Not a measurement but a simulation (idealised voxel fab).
This section sets out a process module, namely voxel fin reveal.
Square cells of 5 nm make up the cross-section cut, whose width is 260 nm.
Notation: cross-section as square-cell grid; stated in bands, top first, going down; one or more cell rows per band.
This entry defines a band. It first specifies the height of the band's top and the height of its bottom in nm, and then specifies the band's materials from left to right, stating each material with its width in nm. The word "edge to edge" identifies a single material that fills the band from edge to edge, while the word "air" identifies empty space.
Counting heights begins at 0, where everything beneath is, in the wafer as received, one material. The lowest band has no bottom; it goes on downwards, as "0 down" shows.
The width entry "30->40" should be interpreted row by row: the top row of cells in the band takes the first number, the bottom row takes the second number, and the change between adjacent rows is uniform throughout.
Where a step carries "changes: none", the cross-section came out of it unchanged, cell for cell.
The label "Entrapped void list" introduces a list of the empty spaces, 8 cells or larger, that have no open way up to the top; each entry in it reads width x height at distance, where the distance is taken from the left edge and all three are stated in nm.
Heads up: the bit after the settings on a step's line is the simulator's remark on that step.
On any step carrying a mask, the "overlay nm" setting, if present on the step's line, tells how far right of its planned place the mask lay; negative values point to the left.

-- The steps planned for the process are as follows
- 1: RECEIVE,material Si
- 2: CONFORMAL_DEP,material SiN,thk nm 10
- 3: PATTERN,tone cover,mask id FINS,material resist,width nm 15,pitch nm 35,thk nm 20,overlay nm 0
- 4: DIRECTIONAL_ETCH,etch materials SiN,depth nm 10
- 5: DIRECTIONAL_ETCH,etch materials Si,depth nm 30
- 6: STRIP,etch materials resist
- 7: OXIDIZE,depth nm 5
- 8: FILL_DEP,material SiO2,thk nm 10
- 9: CMP,height nm 10
- 10: SELECTIVE_ETCH,etch materials SiO2,depth nm 25
- 11: STRIP,etch materials SiN

-- As-received wafer cross-section (after step 1)
    0 down = Si edge to edge
    Entrapped void list: none

-- The module was run from the start shown above using the plan shown above, but one mistake was made doing it; the resulting wafer cross-section is below
    0 to -15 = Si 65, air 25, Si 10, air 25, Si 10, air 25, Si 10, air 25, Si 65
    -15 to -35 = Si 65, SiO2 25, Si 10, SiO2 25, Si 10, SiO2 25, Si 10, SiO2 25, Si 65
    -35 down = Si edge to edge
    Entrapped void list: none
The mistake made against the process plan was this: the process deviated at step 3: the operation and settings actually run there were PATTERN,tone open,mask id FINS,material resist,width nm 15,pitch nm 35,thk nm 20,overlay nm 0
